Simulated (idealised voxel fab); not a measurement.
A process module follows: voxel wiring stack.
The cross-section shown here is cut; it is 285 nm wide and divided into square cells measuring 5 nm on a side.
A cross-section is written here as square cells arranged in a grid, and it is given in bands from the top down, each band taking up one or more rows of cells.
First you get the band's top height and its bottom height, in nm, and then the materials it's made of, left to right, with each width in nm. If you see a single material with "edge to edge", that one covers the band edge to edge. "blank" is empty space.
Below 0: as-received wafer, all one material; heights counted from there. Lowest band: no bottom, goes on down, written "0..down".
The two numbers in a width such as "30..40" mark its ends across the band: the first belongs to the top row of cells, the second to the bottom row, and from each row to the next the width moves by the same amount.
Where a step carries "nothing different", the cross-section came out of it unchanged, cell for cell.
Enclosed voids (no open way to top), threshold 8 cells or more, entry "Closed voids list", notation width x height at distance, distance from left edge, nm.
On each step's line, the part that comes after the settings is the simulator's own comment on the step.
overlay nm: step with mask; distance mask lay right of planned place; negative value = left of planned place.
# Process steps foreseen in the plan
1: RECEIVE (material Si)
2: CONFORMAL_DEP (material SiO2; thk nm 15)
3: CONFORMAL_DEP (material SiCN; thk nm 5)
4: DIRECTIONAL_DEP (material lowk; thk nm 15)
5: DIRECTIONAL_DEP (material aC; thk nm 10)
6: PATTERN (tone open; mask id METAL_1; material resist; width nm 20; pitch nm 50; thk nm 30; overlay nm 0)
7: DIRECTIONAL_ETCH (etch materials aC; depth nm 10)
8: STRIP (etch materials resist)
9: DIRECTIONAL_ETCH (etch materials lowk; depth nm 15)
10: DIRECTIONAL_ETCH (etch materials SiCN; depth nm 5)
11: STRIP (etch materials aC)
12: CONFORMAL_DEP (material TiN; thk nm 5)
13: FILL_DEP (material Cu; thk nm 10)
14: CMP (height nm 35)
15: CONFORMAL_DEP (material SiCN; thk nm 5)
16: DIRECTIONAL_DEP (material lowk; thk nm 30)
17: PATTERN (tone open; mask id METAL_2_HOLES; material resist; width nm 15; pitch nm 50; thk nm 15; overlay nm 0)
18: DIRECTIONAL_ETCH (etch materials lowk; depth nm 30)
19: STRIP (etch materials resist)
20: DIRECTIONAL_DEP (material aC; thk nm 15)
21: PATTERN (tone open; mask id METAL_2; material resist; width nm 20; pitch nm 50; thk nm 35; overlay nm 0)
22: DIRECTIONAL_ETCH (etch materials aC; depth nm 15)
23: STRIP (etch materials resist)
24: DIRECTIONAL_ETCH (etch materials lowk; depth nm 15)
25: DIRECTIONAL_ETCH (etch materials SiCN; depth nm 5)
26: STRIP (etch materials aC)
27: CONFORMAL_DEP (material TiN; thk nm 5)
28: FILL_DEP (material Cu; thk nm 5)
29: CMP (height nm 70)
30: CONFORMAL_DEP (material SiCN; thk nm 5)
# Cross-section of the wafer upon arrival, representing the state reached after step 1
0..down = Si edge to edge
Closed voids list: none
# Final wafer profile in cross-section after the module, from the same start and plan as above, with one mistake made during processing
75..70 = SiCN edge to edge
70..60 = 90 of Cu, then 5 of TiN, then 5 of lowk, then 5 of TiN, then 35 of Cu, then 5 of TiN, then 5 of lowk, then 5 of TiN, then 35 of Cu, then 5 of TiN, then 5 of lowk, then 5 of TiN, then 80 of Cu
60..55 = 85 of TiN, then 5 of Cu, then 5 of TiN, then 5 of lowk, then 35 of TiN, then 5 of Cu, then 5 of TiN, then 5 of lowk, then 35 of TiN, then 5 of Cu, then 5 of TiN, then 5 of lowk, then 85 of TiN
55..45 = 80 of lowk, then 5 of TiN, then 5 of Cu, then 5 of TiN, then 35 of lowk, then 5 of TiN, then 5 of Cu, then 5 of TiN, then 35 of lowk, then 5 of TiN, then 5 of Cu, then 5 of TiN, then 90 of lowk
45..40 = 80 of lowk, then 15 of TiN, then 35 of lowk, then 15 of TiN, then 35 of lowk, then 15 of TiN, then 90 of lowk
40..35 = SiCN edge to edge
35..20 = 80 of lowk, then 5 of TiN, then 10 of Cu, then 5 of TiN, then 30 of lowk, then 5 of TiN, then 10 of Cu, then 5 of TiN, then 30 of lowk, then 5 of TiN, then 10 of Cu, then 5 of TiN, then 85 of lowk
20..15 = 80 of SiCN, then 20 of TiN, then 30 of SiCN, then 20 of TiN, then 30 of SiCN, then 20 of TiN, then 85 of SiCN
15..0 = SiO2 edge to edge
0..down = Si edge to edge
Closed voids list: none
Error vs. plan: it should be noted that step 21 was executed with settings other than those planned, the operation and settings actually applied being PATTERN (tone cover; mask id METAL_2; material resist; width nm 20; pitch nm 50; thk nm 35; overlay nm 0)
